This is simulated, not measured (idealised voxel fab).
Documented hereafter: the process module known as voxel local oxidation.
Square cells of 5 nm make up the cross-section cut, whose width is 205 nm.
The cross-sections in this document take the form of a grid made of square cells. They are written out as bands, in order from top to bottom. Each band consists of one or more rows of cells. Band entry format. Leading values: height of top, height of bottom, nm. Remainder: materials in left-to-right order, each with its width in nm. Special words: "throughout" on a single material, which then fills the band edge to edge; "blank", empty space. Height reference: 0 = level under which incoming wafer is all one material. Lowest band: no bottom, runs on downward, e.g. "from 0 down". Graded width ("30..40"): value in top row of band = first number; value in bottom row = second number; row-to-row change constant. Reading "no change" for a step: not a cell of the cross-section changed in it. Enclosed voids (no open way to top), threshold 8 cells or more, entry "Sealed void inventory", notation width x height at distance, distance from left edge, nm. Text after the settings on a step's line: the simulator's own remark on that step. You can add "overlay nm" to a step's line. For a step with a mask, it describes how far the mask lay to the right of its planned position, and a negative number describes a lay to the left.
Planned process steps:
1: RECEIVE | material Si
2: OXIDIZE | depth nm 5
3: CONFORMAL_DEP | material SiN | thk nm 10
4: MASKED_ETCH | tone cover | mask id ACTIVE | width nm 100 | etch materials SiN | depth nm 10 | overlay nm 0
5: SELECTIVE_ETCH | etch materials SiO2 | depth nm 5
6: OXIDIZE | depth nm 10
7: STRIP | etch materials SiN
Of two wafers, the first: run according to plan:
Cross-section of the incoming wafer, state after step 1:
  from 0 down: Si throughout
  Sealed void inventory: none
After step 2, in cross-section:
  from 0 to -5: SiO2 throughout
  Under -5: no change, same as before.
After step 3, in cross-section:
  from 10 to 0: SiN throughout
  Under 0: no change, same as before.
After step 4, in cross-section:
  from 10 to 0: blank=50  SiN=100  blank=55
  Under 0: no change, same as before.
After step 5, in cross-section:
  from 10 to 0: blank=50  SiN=100  blank=55
  from 0 to -5: blank=55  SiO2=90  blank=60
  Under -5: no change, same as before.
After step 6, in cross-section:
  from 10 to 0: blank=50  SiN=100  blank=55
  from 0 to -5: blank=55  SiO2=90  blank=60
  from -5 to -15: SiO2=65  Si=70  SiO2=70
  Under -15: no change, same as before.
After step 7, in cross-section:
  from 0 to -5: blank=55  SiO2=90  blank=60
  Under -5: no change, same as before.
The second wafer began exactly as the first did and followed the same plan, but one mistake was made while running it; through step 3 inclusive, the two wafers are identical:
X-section, second wafer, when step 4 was due to finish:
  from 10 to 0: SiN=50  blank=100  SiN=55
  Under 0: no change, same as before.
X-section, second wafer, when step 5 was due to finish:
  from 10 to 0: SiN=50  blank=100  SiN=55
  from 0 to -5: SiO2=45  blank=110  SiO2=50
  Under -5: no change, same as before.
X-section, second wafer, when step 6 was due to finish:
  from 10 to 0: SiN=50  blank=100  SiN=55
  from 0 to -5: SiO2=45  blank=110  SiO2=50
  from -5 to -15: Si=35  SiO2=130  Si=40
  Under -15: no change, same as before.
X-section, second wafer, when step 7 was due to finish:
  from 0 to -5: SiO2=45  blank=110  SiO2=50
  Under -5: no change, same as before.
Here's what went sideways: contrary to plan, step 4 was performed as MASKED_ETCH | tone open | mask id ACTIVE | width nm 100 | etch materials SiN | depth nm 10 | overlay nm 0
Materials where the second wafer ends with more or fewer cells than the first: +2 Si; -1 SiO2
